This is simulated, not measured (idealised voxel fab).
The following is a process module called voxel ribs on slabs.
195 nm wide, 5 nm square cells: that's cross-section cut.
For the purposes of this document, a cross-section shall be understood as a grid of square cells, specified as bands listed in top-to-bottom order, each band consisting of one or more rows of cells.
The band entry comprises the height of the band's top followed by the height of its bottom, expressed in nm, and subsequently the band's materials from left to right, each stated together with its width in nm. Where a single material is marked with the word "edge to edge", that material fills the band from edge to edge. The word "air" represents empty space.
Ref level 0: as-received wafer is one material below here. Bottom band extends down with no lower bound ("0..down").
Note: "30 to 40" means the width goes from the first number (top row of the band) to the second number (bottom row) in equal steps per row of cells.
No cell of the cross-section changed in a step that is given as "no change".
What "Closed empty spaces" gives you is every empty space of 8 cells or more that is cut off from the top. Each appears as width x height at distance, with the distance taken from the left edge and width, height and distance all in nm.
after a step's settings: what the simulator itself notes on the step
overlay nm: for a step with a mask, the amount by which the mask lay right of where it was planned; a negative amount means left of it.
Process steps (planned)
1. RECEIVE, material Si
2. DIRECTIONAL_DEP, material SiO2, thk nm 25
3. DIRECTIONAL_DEP, material SiN, thk nm 20
4. PATTERN, tone cover, mask id RIB, material resist, width nm 25, thk nm 15, overlay nm 0
5. DIRECTIONAL_ETCH, etch materials SiN, depth nm 5
6. STRIP, etch materials resist
7. MASKED_ETCH, tone cover, mask id SLAB, width nm 85, etch materials SiN, depth nm 15, overlay nm 0
8. FILL_DEP, material SiO2, thk nm 20
9. CMP, height nm 60
10. DIRECTIONAL_DEP, material W, thk nm 10
11. DIRECTIONAL_DEP, material aC, thk nm 10
12. PATTERN, tone cover, mask id HEATER, material resist, width nm 35, thk nm 30, overlay nm 0
13. DIRECTIONAL_ETCH, etch materials aC, depth nm 10
14. STRIP, etch materials resist
15. DIRECTIONAL_ETCH, etch materials W, depth nm 10
16. STRIP, etch materials aC
17. CONFORMAL_DEP, material SiO2, thk nm 10
First out of two wafers; run went to plan
Cross-sectional view of the wafer in its as-received condition, corresponding to the state after step 1
- 0..down = Si edge to edge
- Closed empty spaces: none
After step 2: wafer cross-section
- 25..0 = SiO2 edge to edge
- Beneath the level 0, the cross-section is identical to its previous state.
After step 3: wafer cross-section
- 45..25 = SiN edge to edge
- Beneath the level 25, the cross-section is identical to its previous state.
After step 4: wafer cross-section
- 60..45 = air: 85, then resist: 25, then air: 85
- Beneath the level 45, the cross-section is identical to its previous state.
After step 5: wafer cross-section
- 60..45 = air: 85, then resist: 25, then air: 85
- 45..40 = air: 85, then SiN: 25, then air: 85
- Beneath the level 40, the cross-section is identical to its previous state.
After step 6: wafer cross-section
- 45..40 = air: 85, then SiN: 25, then air: 85
- Beneath the level 40, the cross-section is identical to its previous state.
After step 7: wafer cross-section
- 45..40 = air: 85, then SiN: 25, then air: 85
- 40..25 = air: 55, then SiN: 85, then air: 55
- Beneath the level 25, the cross-section is identical to its previous state.
After step 8: wafer cross-section
- 65..45 = SiO2 edge to edge
- 45..40 = SiO2: 85, then SiN: 25, then SiO2: 85
- 40..25 = SiO2: 55, then SiN: 85, then SiO2: 55
- Beneath the level 25, the cross-section is identical to its previous state.
After step 9: wafer cross-section
- 60..45 = SiO2 edge to edge
- Beneath the level 45, the cross-section is identical to its previous state.
After step 10: wafer cross-section
- 70..60 = W edge to edge
- Beneath the level 60, the cross-section is identical to its previous state.
After step 11: wafer cross-section
- 80..70 = aC edge to edge
- Beneath the level 70, the cross-section is identical to its previous state.
After step 12: wafer cross-section
- 110..80 = air: 80, then resist: 35, then air: 80
- Beneath the level 80, the cross-section is identical to its previous state.
After step 13: wafer cross-section
- 100..80 = air: 80, then resist: 35, then air: 80
- 80..70 = air: 80, then aC: 35, then air: 80
- Beneath the level 70, the cross-section is identical to its previous state.
After step 14: wafer cross-section
- 80..70 = air: 80, then aC: 35, then air: 80
- Beneath the level 70, the cross-section is identical to its previous state.
After step 15: wafer cross-section
- 80..70 = air: 80, then aC: 35, then air: 80
- 70..60 = air: 80, then W: 35, then air: 80
- Beneath the level 60, the cross-section is identical to its previous state.
After step 16: wafer cross-section
- 70..60 = air: 80, then W: 35, then air: 80
- Beneath the level 60, the cross-section is identical to its previous state.
After step 17: wafer cross-section
- 80..70 = air: 70, then SiO2: 55, then air: 70
- 70..60 = SiO2: 80, then W: 35, then SiO2: 80
- Beneath the level 60, the cross-section is identical to its previous state.
For the second wafer, take the first wafer's start and plan, then add one mistake made in running it; everything through step 1, that step included, is shared with the first
Second wafer profile in section, at the moment step 2 of the plan was meant to be complete
- 50..0 = SiO2 edge to edge
- Beneath the level 0, the cross-section is identical to its previous state.
Second wafer profile in section, at the moment step 3 of the plan was meant to be complete
- 70..50 = SiN edge to edge
- Beneath the level 50, the cross-section is identical to its previous state.
Second wafer profile in section, at the moment step 4 of the plan was meant to be complete
- 85..70 = air: 85, then resist: 25, then air: 85
- Beneath the level 70, the cross-section is identical to its previous state.
Second wafer profile in section, at the moment step 5 of the plan was meant to be complete
- 85..70 = air: 85, then resist: 25, then air: 85
- 70..65 = air: 85, then SiN: 25, then air: 85
- Beneath the level 65, the cross-section is identical to its previous state.
Second wafer profile in section, at the moment step 6 of the plan was meant to be complete
- 70..65 = air: 85, then SiN: 25, then air: 85
- Beneath the level 65, the cross-section is identical to its previous state.
Second wafer profile in section, at the moment step 7 of the plan was meant to be complete
- 70..65 = air: 85, then SiN: 25, then air: 85
- 65..50 = air: 55, then SiN: 85, then air: 55
- Beneath the level 50, the cross-section is identical to its previous state.
Second wafer profile in section, at the moment step 8 of the plan was meant to be complete
- 90..70 = SiO2 edge to edge
- 70..65 = SiO2: 85, then SiN: 25, then SiO2: 85
- 65..50 = SiO2: 55, then SiN: 85, then SiO2: 55
- Beneath the level 50, the cross-section is identical to its previous state.
Second wafer profile in section, at the moment step 9 of the plan was meant to be complete
- 60..50 = SiO2: 55, then SiN: 85, then SiO2: 55
- Beneath the level 50, the cross-section is identical to its previous state.
Second wafer profile in section, at the moment step 10 of the plan was meant to be complete
- 70..60 = W edge to edge
- Beneath the level 60, the cross-section is identical to its previous state.
Second wafer profile in section, at the moment step 11 of the plan was meant to be complete
- 80..70 = aC edge to edge
- Beneath the level 70, the cross-section is identical to its previous state.
Second wafer profile in section, at the moment step 12 of the plan was meant to be complete
- 110..80 = air: 80, then resist: 35, then air: 80
- Beneath the level 80, the cross-section is identical to its previous state.
Second wafer profile in section, at the moment step 13 of the plan was meant to be complete
- 100..80 = air: 80, then resist: 35, then air: 80
- 80..70 = air: 80, then aC: 35, then air: 80
- Beneath the level 70, the cross-section is identical to its previous state.
Second wafer profile in section, at the moment step 14 of the plan was meant to be complete
- 80..70 = air: 80, then aC: 35, then air: 80
- Beneath the level 70, the cross-section is identical to its previous state.
Second wafer profile in section, at the moment step 15 of the plan was meant to be complete
- 80..70 = air: 80, then aC: 35, then air: 80
- 70..60 = air: 80, then W: 35, then air: 80
- Beneath the level 60, the cross-section is identical to its previous state.
Second wafer profile in section, at the moment step 16 of the plan was meant to be complete
- 70..60 = air: 80, then W: 35, then air: 80
- Beneath the level 60, the cross-section is identical to its previous state.
Second wafer profile in section, at the moment step 17 of the plan was meant to be complete
- 80..70 = air: 70, then SiO2: 55, then air: 70
- 70..60 = SiO2: 80, then W: 35, then SiO2: 80
- Beneath the level 60, the cross-section is identical to its previous state.
It is concluded that the wafer was processed incorrectly with respect to the plan, in that the plan had its step 2 run twice
In the final state, the cell counts of the second wafer exceed or fall short of those of the first for the following materials: SiN: 22 fewer; SiO2: 22 more
